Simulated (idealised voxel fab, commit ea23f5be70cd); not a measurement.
Proc. module: voxel trench capacitor
FYI the section here is cut, 275 nm wide, cells are 5 nm squares.
We lay out every cross-section as a grid of square cells and spell it out in bands from the top down, where one band means one or more rows of cells.
Band: top height; bottom height; in nm. Then, left to right: material with width in nm, for each material. "everywhere": a single material spanning edge to edge. "empty": empty space.
Height is counted from the level 0, under which the received wafer is composed throughout of one material. The lowest of the bands is not closed at the bottom but continues downward, in the notation "0 and below".
Graded width ("30->40"): value in top row of band = first number; value in bottom row = second number; row-to-row change constant.
Basically "remains unaltered" means that step didn't change any cell in the cross-section.
Entry "Sealed void list" = empty spaces >= 8 cells with no open way to the top; each as width x height at distance, distance from left edge, all nm.
What comes after the settings on a step's line is commentary from the simulator itself on that step.
The setting "overlay nm" may be written on the line of a step. When the step uses a mask, the value reports how far to the right of the planned place the mask lay, and a negative value reports that it lay to the left.
### Below is the list of planned process steps
- 1: RECEIVE | material Si
- 2: CONFORMAL_DEP | material SiN | thk nm 10
- 3: DIRECTIONAL_DEP | material aC | thk nm 10
- 4: PATTERN | tone open | mask id TRENCH | material resist | width nm 25 | pitch nm 45 | thk nm 30 | overlay nm 0
- 5: DIRECTIONAL_ETCH | etch materials aC | depth nm 10
- 6: STRIP | etch materials resist
- 7: DIRECTIONAL_ETCH | etch materials SiN | depth nm 10
- 8: DIRECTIONAL_ETCH | etch materials Si | depth nm 25
- 9: STRIP | etch materials aC
- 10: CONFORMAL_DEP | material HfO2 | thk nm 5
- 11: CONFORMAL_DEP | material TiN | thk nm 5
- 12: FILL_DEP | material W | thk nm 10
- 13: CMP | height nm 10
### Cross-section of the wafer upon arrival, representing the state reached after step 1
	0 and below  Si everywhere
	Sealed void list: none
### Cross-section: first of two wafers, module finished, run according to plan
	10 down to 0  55 SiN | 5 HfO2 | 5 TiN | 5 W | 5 TiN | 5 HfO2 | 20 SiN | 5 HfO2 | 5 TiN | 5 W | 5 TiN | 5 HfO2 | 20 SiN | 5 HfO2 | 5 TiN | 5 W | 5 TiN | 5 HfO2 | 20 SiN | 5 HfO2 | 5 TiN | 5 W | 5 TiN | 5 HfO2 | 60 SiN
	0 down to -15  55 Si | 5 HfO2 | 5 TiN | 5 W | 5 TiN | 5 HfO2 | 20 Si | 5 HfO2 | 5 TiN | 5 W | 5 TiN | 5 HfO2 | 20 Si | 5 HfO2 | 5 TiN | 5 W | 5 TiN | 5 HfO2 | 20 Si | 5 HfO2 | 5 TiN | 5 W | 5 TiN | 5 HfO2 | 60 Si
	-15 down to -20  55 Si | 5 HfO2 | 15 TiN | 5 HfO2 | 20 Si | 5 HfO2 | 15 TiN | 5 HfO2 | 20 Si | 5 HfO2 | 15 TiN | 5 HfO2 | 20 Si | 5 HfO2 | 15 TiN | 5 HfO2 | 60 Si
	-20 down to -25  55 Si | 25 HfO2 | 20 Si | 25 HfO2 | 20 Si | 25 HfO2 | 20 Si | 25 HfO2 | 60 Si
	-25 and below  Si everywhere
	Sealed void list: none
### Second of two wafers, module complete, sectioned: it shares the first wafer's start and plan but was run with one mistake
	10 down to 0  55 SiN | 5 TiN | 5 HfO2 | 5 W | 5 HfO2 | 5 TiN | 20 SiN | 5 TiN | 5 HfO2 | 5 W | 5 HfO2 | 5 TiN | 20 SiN | 5 TiN | 5 HfO2 | 5 W | 5 HfO2 | 5 TiN | 20 SiN | 5 TiN | 5 HfO2 | 5 W | 5 HfO2 | 5 TiN | 60 SiN
	0 down to -15  55 Si | 5 TiN | 5 HfO2 | 5 W | 5 HfO2 | 5 TiN | 20 Si | 5 TiN | 5 HfO2 | 5 W | 5 HfO2 | 5 TiN | 20 Si | 5 TiN | 5 HfO2 | 5 W | 5 HfO2 | 5 TiN | 20 Si | 5 TiN | 5 HfO2 | 5 W | 5 HfO2 | 5 TiN | 60 Si
	-15 down to -20  55 Si | 5 TiN | 15 HfO2 | 5 TiN | 20 Si | 5 TiN | 15 HfO2 | 5 TiN | 20 Si | 5 TiN | 15 HfO2 | 5 TiN | 20 Si | 5 TiN | 15 HfO2 | 5 TiN | 60 Si
	-20 down to -25  55 Si | 25 TiN | 20 Si | 25 TiN | 20 Si | 25 TiN | 20 Si | 25 TiN | 60 Si
	-25 and below  Si everywhere
	Sealed void list: none
Processing error: transposition of steps 10 and 11 relative to the planned sequence
Looking at both finished wafers in cells, the second ends up ahead of or behind the first on some materials: HfO2 -16, TiN +16
